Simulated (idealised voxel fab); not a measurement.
Herein follows the process module entitled voxel gate over fins.
Section shown: cut. Width: 255 nm. Cell size: 5 nm, square.
Reading order for cross-sections: top band down to bottom band. Underlying form: a grid of square cells. Band size: one or more rows of cells.
In this notation a band is specified by the heights of its top and bottom, in that order and in nm, after which its materials appear from left to right, each paired with its width in nm. The word "throughout" attached to a single material means that material fills the band from edge to edge; the word "blank" stands for empty space.
Height 0 is the level under which the wafer as received is all one material. The lowest band goes on downwards, as in "top 0, no bottom".
A width such as "30 to 40" changes by the same amount from each row of cells to the next, from the band's top row to its bottom row.
When a step is marked "no change", none of the cells in the cross-section changed during that step.
"Fully sealed voids": empty spaces of 8 cells or more with no open way to the top, each given as width x height at distance, distance from the left edge, all in nm.
Where a step's line continues beyond its settings, the continuation is a remark by the simulator itself on that step.
overlay nm: step with mask; distance mask lay right of planned place; negative value = left of planned place.

This section lists the process steps that were planned:
1: RECEIVE, material Si
2: CONFORMAL_DEP, material SiN, thk nm 5
3: DIRECTIONAL_DEP, material aC, thk nm 15
4: PATTERN, tone cover, mask id FINS, material resist, width nm 15, pitch nm 50, thk nm 30, overlay nm 0
5: DIRECTIONAL_ETCH, etch materials aC, depth nm 15
6: STRIP, etch materials resist
7: DIRECTIONAL_ETCH, etch materials SiN, depth nm 5
8: DIRECTIONAL_ETCH, etch materials Si, depth nm 40
9: STRIP, etch materials aC
10: OXIDIZE, depth nm 5
11: FILL_DEP, material SiO2, thk nm 15
12: CMP, height nm 5
13: PATTERN, tone open, mask id RAIL, material resist, width nm 15, thk nm 15, overlay nm 0
14: DIRECTIONAL_ETCH, etch materials SiO2, depth nm 40
15: STRIP, etch materials resist
16: CONFORMAL_DEP, material TiN, thk nm 5
17: FILL_DEP, material Ru, thk nm 10
18: CMP, height nm 5
19: SELECTIVE_ETCH, etch materials W Ru TiN, depth nm 25
20: FILL_DEP, material SiO2, thk nm 5
21: CMP, height nm 5
22: SELECTIVE_ETCH, etch materials SiO2, depth nm 15
23: STRIP, etch materials SiN
24: CONFORMAL_DEP, material HfO2, thk nm 5
25: CONFORMAL_DEP, material TiN, thk nm 5
26: CONFORMAL_DEP, material TiAl, thk nm 5
27: CONFORMAL_DEP, material TiN, thk nm 5
28: FILL_DEP, material W, thk nm 10
29: CMP, height nm 25
30: CONFORMAL_DEP, material SiN, thk nm 5

First of two wafers - as planned:

Cross-section: wafer on arrival = after step 1:
top 0, no bottom = Si throughout
Fully sealed voids: none

Wafer after step 2 (cross-section):
top 5, bottom 0 = SiN throughout
Lower than 0, everything is as it was.

Wafer after step 3 (cross-section):
top 20, bottom 5 = aC throughout
Lower than 5, everything is as it was.

Wafer after step 4 (cross-section):
top 50, bottom 20 = blank (70)  resist (15)  blank (35)  resist (15)  blank (35)  resist (15)  blank (70)
Lower than 20, everything is as it was.

Wafer after step 5 (cross-section):
top 35, bottom 20 = blank (70)  resist (15)  blank (35)  resist (15)  blank (35)  resist (15)  blank (70)
top 20, bottom 5 = blank (70)  aC (15)  blank (35)  aC (15)  blank (35)  aC (15)  blank (70)
Lower than 5, everything is as it was.

Wafer after step 6 (cross-section):
top 20, bottom 5 = blank (70)  aC (15)  blank (35)  aC (15)  blank (35)  aC (15)  blank (70)
Lower than 5, everything is as it was.

Wafer after step 7 (cross-section):
top 20, bottom 5 = blank (70)  aC (15)  blank (35)  aC (15)  blank (35)  aC (15)  blank (70)
top 5, bottom 0 = blank (70)  SiN (15)  blank (35)  SiN (15)  blank (35)  SiN (15)  blank (70)
Lower than 0, everything is as it was.

Wafer after step 8 (cross-section):
top 20, bottom 5 = blank (70)  aC (15)  blank (35)  aC (15)  blank (35)  aC (15)  blank (70)
top 5, bottom 0 = blank (70)  SiN (15)  blank (35)  SiN (15)  blank (35)  SiN (15)  blank (70)
top 0, bottom -40 = blank (70)  Si (15)  blank (35)  Si (15)  blank (35)  Si (15)  blank (70)
Lower than -40, everything is as it was.

Wafer after step 9 (cross-section):
top 5, bottom 0 = blank (70)  SiN (15)  blank (35)  SiN (15)  blank (35)  SiN (15)  blank (70)
Lower than 0, everything is as it was.

Wafer after step 10 (cross-section):
top 5, bottom 0 = blank (70)  SiN (15)  blank (35)  SiN (15)  blank (35)  SiN (15)  blank (70)
top 0, bottom -40 = blank (70)  SiO2 (5)  Si (5)  SiO2 (5)  blank (35)  SiO2 (5)  Si (5)  SiO2 (5)  blank (35)  SiO2 (5)  Si (5)  SiO2 (5)  blank (70)
top -40, bottom -45 = SiO2 (75)  Si (5)  SiO2 (45)  Si (5)  SiO2 (45)  Si (5)  SiO2 (75)
Lower than -45, everything is as it was.

Wafer after step 11 (cross-section):
top 20, bottom 5 = SiO2 throughout
top 5, bottom 0 = SiO2 (70)  SiN (15)  SiO2 (35)  SiN (15)  SiO2 (35)  SiN (15)  SiO2 (70)
top 0, bottom -45 = SiO2 (75)  Si (5)  SiO2 (45)  Si (5)  SiO2 (45)  Si (5)  SiO2 (75)
Lower than -45, everything is as it was.

Wafer after step 12 (cross-section):
top 5, bottom 0 = SiO2 (70)  SiN (15)  SiO2 (35)  SiN (15)  SiO2 (35)  SiN (15)  SiO2 (70)
Lower than 0, everything is as it was.

Wafer after step 13 (cross-section):
top 20, bottom 5 = resist (95)  blank (15)  resist (145)
Lower than 5, everything is as it was.

Wafer after step 14 (cross-section):
top 20, bottom 5 = resist (95)  blank (15)  resist (145)
top 5, bottom 0 = SiO2 (70)  SiN (15)  SiO2 (10)  blank (15)  SiO2 (10)  SiN (15)  SiO2 (35)  SiN (15)  SiO2 (70)
top 0, bottom -35 = SiO2 (75)  Si (5)  SiO2 (15)  blank (15)  SiO2 (15)  Si (5)  SiO2 (45)  Si (5)  SiO2 (75)
Lower than -35, everything is as it was.

Wafer after step 15 (cross-section):
top 5, bottom 0 = SiO2 (70)  SiN (15)  SiO2 (10)  blank (15)  SiO2 (10)  SiN (15)  SiO2 (35)  SiN (15)  SiO2 (70)
Lower than 0, everything is as it was.

Wafer after step 16 (cross-section):
top 10, bottom 5 = TiN (100)  blank (5)  TiN (150)
top 5, bottom 0 = SiO2 (70)  SiN (15)  SiO2 (10)  TiN (5)  blank (5)  TiN (5)  SiO2 (10)  SiN (15)  SiO2 (35)  SiN (15)  SiO2 (70)
top 0, bottom -30 = SiO2 (75)  Si (5)  SiO2 (15)  TiN (5)  blank (5)  TiN (5)  SiO2 (15)  Si (5)  SiO2 (45)  Si (5)  SiO2 (75)
top -30, bottom -35 = SiO2 (75)  Si (5)  SiO2 (15)  TiN (15)  SiO2 (15)  Si (5)  SiO2 (45)  Si (5)  SiO2 (75)
Lower than -35, everything is as it was.

Wafer after step 17 (cross-section):
top 20, bottom 10 = Ru throughout
top 10, bottom 5 = TiN (100)  Ru (5)  TiN (150)
top 5, bottom 0 = SiO2 (70)  SiN (15)  SiO2 (10)  TiN (5)  Ru (5)  TiN (5)  SiO2 (10)  SiN (15)  SiO2 (35)  SiN (15)  SiO2 (70)
top 0, bottom -30 = SiO2 (75)  Si (5)  SiO2 (15)  TiN (5)  Ru (5)  TiN (5)  SiO2 (15)  Si (5)  SiO2 (45)  Si (5)  SiO2 (75)
Lower than -30, everything is as it was.

Wafer after step 18 (cross-section):
top 5, bottom 0 = SiO2 (70)  SiN (15)  SiO2 (10)  TiN (5)  Ru (5)  TiN (5)  SiO2 (10)  SiN (15)  SiO2 (35)  SiN (15)  SiO2 (70)
Lower than 0, everything is as it was.

Wafer after step 19 (cross-section):
top 5, bottom 0 = SiO2 (70)  SiN (15)  SiO2 (10)  blank (15)  SiO2 (10)  SiN (15)  SiO2 (35)  SiN (15)  SiO2 (70)
top 0, bottom -20 = SiO2 (75)  Si (5)  SiO2 (15)  blank (15)  SiO2 (15)  Si (5)  SiO2 (45)  Si (5)  SiO2 (75)
Lower than -20, everything is as it was.

Wafer after step 20 (cross-section):
top 10, bottom 5 = SiO2 throughout
top 5, bottom 0 = SiO2 (70)  SiN (15)  SiO2 (35)  SiN (15)  SiO2 (35)  SiN (15)  SiO2 (70)
top 0, bottom -20 = SiO2 (75)  Si (5)  SiO2 (45)  Si (5)  SiO2 (45)  Si (5)  SiO2 (75)
Lower than -20, everything is as it was.

Wafer after step 21 (cross-section):
top 5, bottom 0 = SiO2 (70)  SiN (15)  SiO2 (35)  SiN (15)  SiO2 (35)  SiN (15)  SiO2 (70)
Lower than 0, everything is as it was.

Wafer after step 22 (cross-section):
top 5, bottom 0 = blank (70)  SiN (15)  blank (35)  SiN (15)  blank (35)  SiN (15)  blank (70)
top 0, bottom -10 = blank (75)  Si (5)  blank (45)  Si (5)  blank (45)  Si (5)  blank (75)
Lower than -10, everything is as it was.

Wafer after step 23 (cross-section):
top 0, bottom -10 = blank (75)  Si (5)  blank (45)  Si (5)  blank (45)  Si (5)  blank (75)
Lower than -10, everything is as it was.

Wafer after step 24 (cross-section):
top 5, bottom 0 = blank (70)  HfO2 (15)  blank (35)  HfO2 (15)  blank (35)  HfO2 (15)  blank (70)
top 0, bottom -5 = blank (70)  HfO2 (5)  Si (5)  HfO2 (5)  blank (35)  HfO2 (5)  Si (5)  HfO2 (5)  blank (35)  HfO2 (5)  Si (5)  HfO2 (5)  blank (70)
top -5, bottom -10 = HfO2 (75)  Si (5)  HfO2 (45)  Si (5)  HfO2 (45)  Si (5)  HfO2 (75)
Lower than -10, everything is as it was.

Wafer after step 25 (cross-section):
top 10, bottom 5 = blank (65)  TiN (25)  blank (25)  TiN (25)  blank (25)  TiN (25)  blank (65)
top 5, bottom 0 = blank (65)  TiN (5)  HfO2 (15)  TiN (5)  blank (25)  TiN (5)  HfO2 (15)  TiN (5)  blank (25)  TiN (5)  HfO2 (15)  TiN (5)  blank (65)
top 0, bottom -5 = TiN (70)  HfO2 (5)  Si (5)  HfO2 (5)  TiN (35)  HfO2 (5)  Si (5)  HfO2 (5)  TiN (35)  HfO2 (5)  Si (5)  HfO2 (5)  TiN (70)
Lower than -5, everything is as it was.

Wafer after step 26 (cross-section):
top 15, bottom 10 = blank (60)  TiAl (35)  blank (15)  TiAl (35)  blank (15)  TiAl (35)  blank (60)
top 10, bottom 5 = blank (60)  TiAl (5)  TiN (25)  TiAl (5)  blank (15)  TiAl (5)  TiN (25)  TiAl (5)  blank (15)  TiAl (5)  TiN (25)  TiAl (5)  blank (60)
top 5, bottom 0 = TiAl (65)  TiN (5)  HfO2 (15)  TiN (5)  TiAl (25)  TiN (5)  HfO2 (15)  TiN (5)  TiAl (25)  TiN (5)  HfO2 (15)  TiN (5)  TiAl (65)
Lower than 0, everything is as it was.

Wafer after step 27 (cross-section):
top 20, bottom 15 = blank (55)  TiN (45)  blank (5)  TiN (45)  blank (5)  TiN (45)  blank (55)
top 15, bottom 10 = blank (55)  TiN (5)  TiAl (35)  TiN (5)  blank (5)  TiN (5)  TiAl (35)  TiN (5)  blank (5)  TiN (5)  TiAl (35)  TiN (5)  blank (55)
top 10, bottom 5 = TiN (60)  TiAl (5)  TiN (25)  TiAl (5)  TiN (15)  TiAl (5)  TiN (25)  TiAl (5)  TiN (15)  TiAl (5)  TiN (25)  TiAl (5)  TiN (60)
Lower than 5, everything is as it was.

Wafer after step 28 (cross-section):
top 30, bottom 20 = W throughout
top 20, bottom 15 = W (55)  TiN (45)  W (5)  TiN (45)  W (5)  TiN (45)  W (55)
top 15, bottom 10 = W (55)  TiN (5)  TiAl (35)  TiN (5)  W (5)  TiN (5)  TiAl (35)  TiN (5)  W (5)  TiN (5)  TiAl (35)  TiN (5)  W (55)
Lower than 10, everything is as it was.

Wafer after step 29 (cross-section):
top 25, bottom 20 = W throughout
Lower than 20, everything is as it was.

Wafer after step 30 (cross-section):
top 30, bottom 25 = SiN throughout
Lower than 25, everything is as it was.

Second wafer, same starting conditions and recipe as the first, one mistake in executing it, nothing differs from the first up to and including step 3:

Cross-sectional view of the second wafer at the intended end time of process step 4:
top 50, bottom 20 = blank (65)  resist (25)  blank (25)  resist (25)  blank (25)  resist (25)  blank (65)
Lower than 20, everything is as it was.

Cross-sectional view of the second wafer at the intended end time of process step 5:
top 35, bottom 20 = blank (65)  resist (25)  blank (25)  resist (25)  blank (25)  resist (25)  blank (65)
top 20, bottom 5 = blank (65)  aC (25)  blank (25)  aC (25)  blank (25)  aC (25)  blank (65)
Lower than 5, everything is as it was.

Cross-sectional view of the second wafer at the intended end time of process step 6:
top 20, bottom 5 = blank (65)  aC (25)  blank (25)  aC (25)  blank (25)  aC (25)  blank (65)
Lower than 5, everything is as it was.

Cross-sectional view of the second wafer at the intended end time of process step 7:
top 20, bottom 5 = blank (65)  aC (25)  blank (25)  aC (25)  blank (25)  aC (25)  blank (65)
top 5, bottom 0 = blank (65)  SiN (25)  blank (25)  SiN (25)  blank (25)  SiN (25)  blank (65)
Lower than 0, everything is as it was.

Cross-sectional view of the second wafer at the intended end time of process step 8:
top 20, bottom 5 = blank (65)  aC (25)  blank (25)  aC (25)  blank (25)  aC (25)  blank (65)
top 5, bottom 0 = blank (65)  SiN (25)  blank (25)  SiN (25)  blank (25)  SiN (25)  blank (65)
top 0, bottom -40 = blank (65)  Si (25)  blank (25)  Si (25)  blank (25)  Si (25)  blank (65)
Lower than -40, everything is as it was.

Cross-sectional view of the second wafer at the intended end time of process step 9:
top 5, bottom 0 = blank (65)  SiN (25)  blank (25)  SiN (25)  blank (25)  SiN (25)  blank (65)
Lower than 0, everything is as it was.

Cross-sectional view of the second wafer at the intended end time of process step 10:
top 5, bottom 0 = blank (65)  SiN (25)  blank (25)  SiN (25)  blank (25)  SiN (25)  blank (65)
top 0, bottom -40 = blank (65)  SiO2 (5)  Si (15)  SiO2 (5)  blank (25)  SiO2 (5)  Si (15)  SiO2 (5)  blank (25)  SiO2 (5)  Si (15)  SiO2 (5)  blank (65)
top -40, bottom -45 = SiO2 (70)  Si (15)  SiO2 (35)  Si (15)  SiO2 (35)  Si (15)  SiO2 (70)
Lower than -45, everything is as it was.

Cross-sectional view of the second wafer at the intended end time of process step 11:
top 20, bottom 5 = SiO2 throughout
top 5, bottom 0 = SiO2 (65)  SiN (25)  SiO2 (25)  SiN (25)  SiO2 (25)  SiN (25)  SiO2 (65)
top 0, bottom -45 = SiO2 (70)  Si (15)  SiO2 (35)  Si (15)  SiO2 (35)  Si (15)  SiO2 (70)
Lower than -45, everything is as it was.

Cross-sectional view of the second wafer at the intended end time of process step 12:
top 5, bottom 0 = SiO2 (65)  SiN (25)  SiO2 (25)  SiN (25)  SiO2 (25)  SiN (25)  SiO2 (65)
Lower than 0, everything is as it was.

Cross-sectional view of the second wafer at the intended end time of process step 13:
top 20, bottom 5 = resist (95)  blank (15)  resist (145)
Lower than 5, everything is as it was.

Cross-sectional view of the second wafer at the intended end time of process step 14:
top 20, bottom 5 = resist (95)  blank (15)  resist (145)
top 5, bottom 0 = SiO2 (65)  SiN (25)  SiO2 (5)  blank (15)  SiO2 (5)  SiN (25)  SiO2 (25)  SiN (25)  SiO2 (65)
top 0, bottom -35 = SiO2 (70)  Si (15)  SiO2 (10)  blank (15)  SiO2 (10)  Si (15)  SiO2 (35)  Si (15)  SiO2 (70)
Lower than -35, everything is as it was.

Cross-sectional view of the second wafer at the intended end time of process step 15:
top 5, bottom 0 = SiO2 (65)  SiN (25)  SiO2 (5)  blank (15)  SiO2 (5)  SiN (25)  SiO2 (25)  SiN (25)  SiO2 (65)
Lower than 0, everything is as it was.

Cross-sectional view of the second wafer at the intended end time of process step 16:
top 10, bottom 5 = TiN (100)  blank (5)  TiN (150)
top 5, bottom 0 = SiO2 (65)  SiN (25)  SiO2 (5)  TiN (5)  blank (5)  TiN (5)  SiO2 (5)  SiN (25)  SiO2 (25)  SiN (25)  SiO2 (65)
top 0, bottom -30 = SiO2 (70)  Si (15)  SiO2 (10)  TiN (5)  blank (5)  TiN (5)  SiO2 (10)  Si (15)  SiO2 (35)  Si (15)  SiO2 (70)
top -30, bottom -35 = SiO2 (70)  Si (15)  SiO2 (10)  TiN (15)  SiO2 (10)  Si (15)  SiO2 (35)  Si (15)  SiO2 (70)
Lower than -35, everything is as it was.

Cross-sectional view of the second wafer at the intended end time of process step 17:
top 20, bottom 10 = Ru throughout
top 10, bottom 5 = TiN (100)  Ru (5)  TiN (150)
top 5, bottom 0 = SiO2 (65)  SiN (25)  SiO2 (5)  TiN (5)  Ru (5)  TiN (5)  SiO2 (5)  SiN (25)  SiO2 (25)  SiN (25)  SiO2 (65)
top 0, bottom -30 = SiO2 (70)  Si (15)  SiO2 (10)  TiN (5)  Ru (5)  TiN (5)  SiO2 (10)  Si (15)  SiO2 (35)  Si (15)  SiO2 (70)
Lower than -30, everything is as it was.

Cross-sectional view of the second wafer at the intended end time of process step 18:
top 5, bottom 0 = SiO2 (65)  SiN (25)  SiO2 (5)  TiN (5)  Ru (5)  TiN (5)  SiO2 (5)  SiN (25)  SiO2 (25)  SiN (25)  SiO2 (65)
Lower than 0, everything is as it was.

Cross-sectional view of the second wafer at the intended end time of process step 19:
top 5, bottom 0 = SiO2 (65)  SiN (25)  SiO2 (5)  blank (15)  SiO2 (5)  SiN (25)  SiO2 (25)  SiN (25)  SiO2 (65)
top 0, bottom -20 = SiO2 (70)  Si (15)  SiO2 (10)  blank (15)  SiO2 (10)  Si (15)  SiO2 (35)  Si (15)  SiO2 (70)
Lower than -20, everything is as it was.

Cross-sectional view of the second wafer at the intended end time of process step 20:
top 10, bottom 5 = SiO2 throughout
top 5, bottom 0 = SiO2 (65)  SiN (25)  SiO2 (25)  SiN (25)  SiO2 (25)  SiN (25)  SiO2 (65)
top 0, bottom -20 = SiO2 (70)  Si (15)  SiO2 (35)  Si (15)  SiO2 (35)  Si (15)  SiO2 (70)
Lower than -20, everything is as it was.

Cross-sectional view of the second wafer at the intended end time of process step 21:
top 5, bottom 0 = SiO2 (65)  SiN (25)  SiO2 (25)  SiN (25)  SiO2 (25)  SiN (25)  SiO2 (65)
Lower than 0, everything is as it was.

Cross-sectional view of the second wafer at the intended end time of process step 22:
top 5, bottom 0 = blank (65)  SiN (25)  blank (25)  SiN (25)  blank (25)  SiN (25)  blank (65)
top 0, bottom -10 = blank (70)  Si (15)  blank (35)  Si (15)  blank (35)  Si (15)  blank (70)
Lower than -10, everything is as it was.

Cross-sectional view of the second wafer at the intended end time of process step 23:
top 0, bottom -10 = blank (70)  Si (15)  blank (35)  Si (15)  blank (35)  Si (15)  blank (70)
Lower than -10, everything is as it was.

Cross-sectional view of the second wafer at the intended end time of process step 24:
top 5, bottom 0 = blank (65)  HfO2 (25)  blank (25)  HfO2 (25)  blank (25)  HfO2 (25)  blank (65)
top 0, bottom -5 = blank (65)  HfO2 (5)  Si (15)  HfO2 (5)  blank (25)  HfO2 (5)  Si (15)  HfO2 (5)  blank (25)  HfO2 (5)  Si (15)  HfO2 (5)  blank (65)
top -5, bottom -10 = HfO2 (70)  Si (15)  HfO2 (35)  Si (15)  HfO2 (35)  Si (15)  HfO2 (70)
Lower than -10, everything is as it was.

Cross-sectional view of the second wafer at the intended end time of process step 25:
top 10, bottom 5 = blank (60)  TiN (35)  blank (15)  TiN (35)  blank (15)  TiN (35)  blank (60)
top 5, bottom 0 = blank (60)  TiN (5)  HfO2 (25)  TiN (5)  blank (15)  TiN (5)  HfO2 (25)  TiN (5)  blank (15)  TiN (5)  HfO2 (25)  TiN (5)  blank (60)
top 0, bottom -5 = TiN (65)  HfO2 (5)  Si (15)  HfO2 (5)  TiN (25)  HfO2 (5)  Si (15)  HfO2 (5)  TiN (25)  HfO2 (5)  Si (15)  HfO2 (5)  TiN (65)
Lower than -5, everything is as it was.

Cross-sectional view of the second wafer at the intended end time of process step 26:
top 15, bottom 10 = blank (55)  TiAl (45)  blank (5)  TiAl (45)  blank (5)  TiAl (45)  blank (55)
top 10, bottom 5 = blank (55)  TiAl (5)  TiN (35)  TiAl (5)  blank (5)  TiAl (5)  TiN (35)  TiAl (5)  blank (5)  TiAl (5)  TiN (35)  TiAl (5)  blank (55)
top 5, bottom 0 = TiAl (60)  TiN (5)  HfO2 (25)  TiN (5)  TiAl (15)  TiN (5)  HfO2 (25)  TiN (5)  TiAl (15)  TiN (5)  HfO2 (25)  TiN (5)  TiAl (60)
Lower than 0, everything is as it was.

Cross-sectional view of the second wafer at the intended end time of process step 27:
top 20, bottom 15 = blank (50)  TiN (155)  blank (50)
top 15, bottom 10 = blank (50)  TiN (5)  TiAl (45)  TiN (5)  TiAl (45)  TiN (5)  TiAl (45)  TiN (5)  blank (50)
top 10, bottom 5 = TiN (55)  TiAl (5)  TiN (35)  TiAl (5)  TiN (5)  TiAl (5)  TiN (35)  TiAl (5)  TiN (5)  TiAl (5)  TiN (35)  TiAl (5)  TiN (55)
Lower than 5, everything is as it was.

Cross-sectional view of the second wafer at the intended end time of process step 28:
top 30, bottom 20 = W throughout
top 20, bottom 15 = W (50)  TiN (155)  W (50)
top 15, bottom 10 = W (50)  TiN (5)  TiAl (45)  TiN (5)  TiAl (45)  TiN (5)  TiAl (45)  TiN (5)  W (50)
Lower than 10, everything is as it was.

Cross-sectional view of the second wafer at the intended end time of process step 29:
top 25, bottom 20 = W throughout
Lower than 20, everything is as it was.

Cross-sectional view of the second wafer at the intended end time of process step 30:
top 30, bottom 25 = SiN throughout
Lower than 25, everything is as it was.
Deviation from plan: the process deviated at step 4: the operation and settings actually run there were PATTERN, tone cover, mask id FINS, material resist, width nm 25, pitch nm 50, thk nm 30, overlay nm 0
Count the cells at the end and the second wafer has more or fewer of some materials than the first: 54 more of Si, 42 fewer of SiO2, 4 fewer of TiN, 8 fewer of W
